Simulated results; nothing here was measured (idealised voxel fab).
process module | voxel trench capacitor
cross-section cut | 205 nm wide | cells 5 nm
A cross-section is a grid of square cells, given in bands from the top down. A band is one or more rows of cells.
Each band's line starts with the height of the band's top and of its bottom, in nm. Then come its materials from left to right, each with its width in nm. One material with "throughout" fills the band from edge to edge. "air" is empty space.
Height 0 is the level under which the wafer as received is all one material. The lowest band goes on downwards, as in "0 down".
A width such as "30 to 40" changes by the same amount from each row of cells to the next, from the band's top row to its bottom row.
"no change" after a step means that no cell of the cross-section changed.
closed voids: empty space of 8 cells or more with no open way to the top, each as width x height at its distance from the left edge, in nm
after a step's settings: what the simulator itself notes on the step
overlay nm, on a step with a mask: how far to the right of its planned place the mask lay; to the left if negative
plan
1 op RECEIVE | material Si
2 op CONFORMAL_DEP | material SiN | thk nm 10
3 op DIRECTIONAL_DEP | material aC | thk nm 15
4 op PATTERN | tone open | mask id TRENCH | material resist | width nm 25 | pitch nm 45 | thk nm 35 | overlay nm 0
5 op DIRECTIONAL_ETCH | etch materials aC | depth nm 15
6 op STRIP | etch materials resist
7 op DIRECTIONAL_ETCH | etch materials SiN | depth nm 10
8 op DIRECTIONAL_ETCH | etch materials Si | depth nm 40
9 op STRIP | etch materials aC
10 op CONFORMAL_DEP | material HfO2 | thk nm 5
11 op CONFORMAL_DEP | material TiN | thk nm 5
12 op FILL_DEP | material W | thk nm 5
13 op CMP | height nm 10
first wafer, as planned
as received, after step 1
  0 down: Si throughout
  closed voids: none
after step 2
  10 to 0: SiN throughout
  below 0: unchanged
after step 3
  25 to 10: aC throughout
  below 10: unchanged
after step 4
  60 to 25: resist 65 | air 25 | resist 20 | air 25 | resist 70
  below 25: unchanged
after step 5
  45 to 25: resist 65 | air 25 | resist 20 | air 25 | resist 70
  25 to 10: aC 65 | air 25 | aC 20 | air 25 | aC 70
  below 10: unchanged
after step 6
  25 to 10: aC 65 | air 25 | aC 20 | air 25 | aC 70
  below 10: unchanged
after step 7
  25 to 10: aC 65 | air 25 | aC 20 | air 25 | aC 70
  10 to 0: SiN 65 | air 25 | SiN 20 | air 25 | SiN 70
  below 0: unchanged
after step 8
  25 to 10: aC 65 | air 25 | aC 20 | air 25 | aC 70
  10 to 0: SiN 65 | air 25 | SiN 20 | air 25 | SiN 70
  0 to -40: Si 65 | air 25 | Si 20 | air 25 | Si 70
  below -40: unchanged
after step 9
  10 to 0: SiN 65 | air 25 | SiN 20 | air 25 | SiN 70
  below 0: unchanged
after step 10
  15 to 10: HfO2 70 | air 15 | HfO2 30 | air 15 | HfO2 75
  10 to 0: SiN 65 | HfO2 5 | air 15 | HfO2 5 | SiN 20 | HfO2 5 | air 15 | HfO2 5 | SiN 70
  0 to -35: Si 65 | HfO2 5 | air 15 | HfO2 5 | Si 20 | HfO2 5 | air 15 | HfO2 5 | Si 70
  -35 to -40: Si 65 | HfO2 25 | Si 20 | HfO2 25 | Si 70
  below -40: unchanged
after step 11
  20 to 15: TiN 75 | air 5 | TiN 40 | air 5 | TiN 80
  15 to 10: HfO2 70 | TiN 5 | air 5 | TiN 5 | HfO2 30 | TiN 5 | air 5 | TiN 5 | HfO2 75
  10 to 0: SiN 65 | HfO2 5 | TiN 5 | air 5 | TiN 5 | HfO2 5 | SiN 20 | HfO2 5 | TiN 5 | air 5 | TiN 5 | HfO2 5 | SiN 70
  0 to -30: Si 65 | HfO2 5 | TiN 5 | air 5 | TiN 5 | HfO2 5 | Si 20 | HfO2 5 | TiN 5 | air 5 | TiN 5 | HfO2 5 | Si 70
  -30 to -35: Si 65 | HfO2 5 | TiN 15 | HfO2 5 | Si 20 | HfO2 5 | TiN 15 | HfO2 5 | Si 70
  below -35: unchanged
after step 12
  25 to 20: W throughout
  20 to 15: TiN 75 | W 5 | TiN 40 | W 5 | TiN 80
  15 to 10: HfO2 70 | TiN 5 | W 5 | TiN 5 | HfO2 30 | TiN 5 | W 5 | TiN 5 | HfO2 75
  10 to 0: SiN 65 | HfO2 5 | TiN 5 | W 5 | TiN 5 | HfO2 5 | SiN 20 | HfO2 5 | TiN 5 | W 5 | TiN 5 | HfO2 5 | SiN 70
  0 to -30: Si 65 | HfO2 5 | TiN 5 | W 5 | TiN 5 | HfO2 5 | Si 20 | HfO2 5 | TiN 5 | W 5 | TiN 5 | HfO2 5 | Si 70
  below -30: unchanged
after step 13
  10 to 0: SiN 65 | HfO2 5 | TiN 5 | W 5 | TiN 5 | HfO2 5 | SiN 20 | HfO2 5 | TiN 5 | W 5 | TiN 5 | HfO2 5 | SiN 70
  below 0: unchanged
second wafer: like start, like plan, one mistake. Through step 9 it matches the first wafer
when step 10 should have ended
  15 to 10: TiN 70 | air 15 | TiN 30 | air 15 | TiN 75
  10 to 0: SiN 65 | TiN 5 | air 15 | TiN 5 | SiN 20 | TiN 5 | air 15 | TiN 5 | SiN 70
  0 to -35: Si 65 | TiN 5 | air 15 | TiN 5 | Si 20 | TiN 5 | air 15 | TiN 5 | Si 70
  -35 to -40: Si 65 | TiN 25 | Si 20 | TiN 25 | Si 70
  below -40: unchanged
when step 11 should have ended
  20 to 15: HfO2 75 | air 5 | HfO2 40 | air 5 | HfO2 80
  15 to 10: TiN 70 | HfO2 5 | air 5 | HfO2 5 | TiN 30 | HfO2 5 | air 5 | HfO2 5 | TiN 75
  10 to 0: SiN 65 | TiN 5 | HfO2 5 | air 5 | HfO2 5 | TiN 5 | SiN 20 | TiN 5 | HfO2 5 | air 5 | HfO2 5 | TiN 5 | SiN 70
  0 to -30: Si 65 | TiN 5 | HfO2 5 | air 5 | HfO2 5 | TiN 5 | Si 20 | TiN 5 | HfO2 5 | air 5 | HfO2 5 | TiN 5 | Si 70
  -30 to -35: Si 65 | TiN 5 | HfO2 15 | TiN 5 | Si 20 | TiN 5 | HfO2 15 | TiN 5 | Si 70
  below -35: unchanged
when step 12 should have ended
  25 to 20: W throughout
  20 to 15: HfO2 75 | W 5 | HfO2 40 | W 5 | HfO2 80
  15 to 10: TiN 70 | HfO2 5 | W 5 | HfO2 5 | TiN 30 | HfO2 5 | W 5 | HfO2 5 | TiN 75
  10 to 0: SiN 65 | TiN 5 | HfO2 5 | W 5 | HfO2 5 | TiN 5 | SiN 20 | TiN 5 | HfO2 5 | W 5 | HfO2 5 | TiN 5 | SiN 70
  0 to -30: Si 65 | TiN 5 | HfO2 5 | W 5 | HfO2 5 | TiN 5 | Si 20 | TiN 5 | HfO2 5 | W 5 | HfO2 5 | TiN 5 | Si 70
  below -30: unchanged
when step 13 should have ended
  10 to 0: SiN 65 | TiN 5 | HfO2 5 | W 5 | HfO2 5 | TiN 5 | SiN 20 | TiN 5 | HfO2 5 | W 5 | HfO2 5 | TiN 5 | SiN 70
  below 0: unchanged
what went wrong: steps 10 and 11 were swapped
at the end the second wafer has, in cells: 8 fewer of HfO2 | 8 more of TiN
